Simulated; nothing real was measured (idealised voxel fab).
voxel self aligned vias: a process module
Cross-section cut spans 235 nm and uses square cells 5 nm in size.
Heads up, the way a cross-section reads in here is a grid of square cells, handed over as bands from the top down, with every band being one or more rows of cells. Heads up on the band format: heights come first, top then bottom, in nm. After that it's the materials left to right, each with its width in nm. A single material flagged "edge to edge" fills the whole band edge to edge, and "blank" means there's empty space there. A quick word on heights: they are counted from 0, and under that level the wafer as it came to us is one material throughout. The lowest band is different from the rest in having no bottom; it simply continues downward, written as in "0 nm and below". Note: "30->40" means the width goes from the first number (top row of the band) to the second number (bottom row) in equal steps per row of cells. "nothing got changed" -> step changed no cross-section cell. Reported under the label "Closed void catalog" are the empty spaces having no open way to the top and comprising 8 cells or more; the notation for each is width x height at distance, in which the distance is measured from the left edge and all three values are in nm. What comes after the settings on a step's line is commentary from the simulator itself on that step. overlay nm: mask offset rightward from planned place, masked step; negative means leftward offset.
# The planned process steps are enumerated hereunder
1,RECEIVE,material Si
2,CONFORMAL_DEP,material SiO2,thk nm 10
3,CONFORMAL_DEP,material SiCN,thk nm 5
4,DIRECTIONAL_DEP,material lowk,thk nm 30
5,DIRECTIONAL_DEP,material aC,thk nm 10
6,PATTERN,tone open,mask id LINES,material resist,width nm 20,pitch nm 55,thk nm 30,overlay nm 0
7,DIRECTIONAL_ETCH,etch materials aC,depth nm 10
8,STRIP,etch materials resist
9,DIRECTIONAL_ETCH,etch materials lowk,depth nm 30
10,STRIP,etch materials aC
11,CONFORMAL_DEP,material TiN,thk nm 5
12,FILL_DEP,material Ru,thk nm 10
13,CMP,height nm 45
14,SELECTIVE_ETCH,etch materials W Ru TiN,depth nm 10
15,FILL_DEP,material SiN,thk nm 10
16,CMP,height nm 45
17,DIRECTIONAL_DEP,material lowk,thk nm 15
18,PATTERN,tone open,mask id VIAS,material resist,width nm 30,pitch nm 110,thk nm 15,overlay nm 0
19,DIRECTIONAL_ETCH,etch materials lowk,depth nm 15
20,DIRECTIONAL_ETCH,etch materials SiN,depth nm 10
21,STRIP,etch materials resist
22,CONFORMAL_DEP,material TiN,thk nm 5
23,FILL_DEP,material Cu,thk nm 5
24,CMP,height nm 60
25,CONFORMAL_DEP,material SiN,thk nm 5
# As-received state of the wafer in cross-section, equivalent to post-step 1
    0 nm and below  Si edge to edge
    Closed void catalog: none
# Cross-section, end of module. Start: as above. Plan: as above. Execution: one mistake
    65 nm to 60 nm  SiN edge to edge
    60 nm to 45 nm  lowk 45 nm | TiN 5 nm | Cu 20 nm | TiN 5 nm | lowk 80 nm | TiN 5 nm | Cu 20 nm | TiN 5 nm | lowk 50 nm
    45 nm to 40 nm  SiN 45 nm | TiN 10 nm | Cu 10 nm | TiN 10 nm | SiN 80 nm | TiN 10 nm | Cu 10 nm | TiN 10 nm | SiN 50 nm
    40 nm to 35 nm  lowk 50 nm | TiN 20 nm | lowk 35 nm | SiN 20 nm | lowk 35 nm | TiN 20 nm | lowk 55 nm
    35 nm to 15 nm  lowk 50 nm | TiN 5 nm | Ru 10 nm | TiN 5 nm | lowk 35 nm | TiN 5 nm | Ru 10 nm | TiN 5 nm | lowk 35 nm | TiN 5 nm | Ru 10 nm | TiN 5 nm | lowk 55 nm
    15 nm to 10 nm  lowk 50 nm | TiN 20 nm | lowk 35 nm | TiN 20 nm | lowk 35 nm | TiN 20 nm | lowk 55 nm
    10 nm to 0 nm  SiO2 edge to edge
    0 nm and below  Si edge to edge
    Closed void catalog: none
Want to know what went wrong? plan step 3: skipped, not run
